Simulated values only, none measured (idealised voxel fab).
The name of this process module is voxel self aligned contacts.
Xsec cut, 260 nm wide, square cell size 5 nm.
Each cross-section below is a grid of square cells, stated as bands in top-down order, with one or more rows of cells making up each band.
Heads up on the band format: heights come first, top then bottom, in nm. After that it's the materials left to right, each with its width in nm. A single material flagged "edge to edge" fills the whole band edge to edge, and "empty" means there's empty space there.
For the purposes of this specification, 0 denotes the height below which the wafer in its as-received condition is composed wholly of one material, and the lowermost band, lacking a lower limit, extends downward without end, as expressed in "0 down".
A width given as "30 to 40" starts at the first number in the band's top row and ends at the second number in its bottom row, shifting by an equal amount at every step from row to row.
Step marked "nothing different"? Then no cell in the cross-section changed in it.
Sealed internal cavities: empty space of 8 cells or more with no open way to the top, each as width x height at its distance from the left edge, in nm
It should be noted that, on the line of a given step, the content following the step's settings is a remark produced by the simulator itself with respect to that step.
overlay nm: step with mask; distance mask lay right of planned place; negative value = left of planned place.
# List of planned process steps
step 1: RECEIVE,material Si
step 2: OXIDIZE,depth nm 5
step 3: DIRECTIONAL_DEP,material polySi,thk nm 20
step 4: DIRECTIONAL_DEP,material SiN,thk nm 20
step 5: PATTERN,tone cover,mask id GATE,material resist,width nm 35,pitch nm 60,thk nm 15,overlay nm 0
step 6: DIRECTIONAL_ETCH,etch materials SiN,depth nm 20
step 7: DIRECTIONAL_ETCH,etch materials polySi,depth nm 20
step 8: STRIP,etch materials resist
step 9: CONFORMAL_DEP,material SiN,thk nm 5
step 10: DIRECTIONAL_ETCH,etch materials SiN,depth nm 5
step 11: FILL_DEP,material SiO2,thk nm 15
step 12: CMP,height nm 45
step 13: PATTERN,tone open,mask id CONTACT,material resist,width nm 45,thk nm 15,overlay nm 0
step 14: DIRECTIONAL_ETCH,etch materials SiO2,depth nm 50
step 15: STRIP,etch materials resist
step 16: CONFORMAL_DEP,material TiN,thk nm 5
step 17: FILL_DEP,material Ru,thk nm 5
step 18: CMP,height nm 45
step 19: CONFORMAL_DEP,material SiCN,thk nm 5
# Cross-section of the wafer at receipt, which is the condition after step 1
- 0 down  Si edge to edge
- Sealed internal cavities: none
# Cross-sectional result after module completion. Note: starting condition and plan are unchanged from above; one processing mistake was made
- 50 to 45  SiCN edge to edge
- 45 to 40  SiO2: 75, then SiCN: 45, then TiN: 5, then Ru: 5, then TiN: 5, then SiCN: 45, then SiO2: 80
- 40 to 20  SiO2: 75, then SiCN: 5, then SiN: 35, then SiCN: 5, then TiN: 5, then Ru: 5, then TiN: 5, then SiCN: 5, then SiN: 35, then SiCN: 5, then SiO2: 80
- 20 to 10  SiO2: 75, then SiCN: 5, then polySi: 35, then SiCN: 5, then TiN: 5, then Ru: 5, then TiN: 5, then SiCN: 5, then polySi: 35, then SiCN: 5, then SiO2: 80
- 10 to 5  SiO2: 75, then SiCN: 5, then polySi: 35, then SiCN: 5, then TiN: 15, then SiCN: 5, then polySi: 35, then SiCN: 5, then SiO2: 80
- 5 to 0  SiCN: 80, then polySi: 35, then SiCN: 25, then polySi: 35, then SiCN: 85
- 0 to -5  SiO2 edge to edge
- -5 down  Si edge to edge
- Sealed internal cavities: none
What went wrong in running the wafer? step 9 changed vs plan, executed as CONFORMAL_DEP,material SiCN,thk nm 5
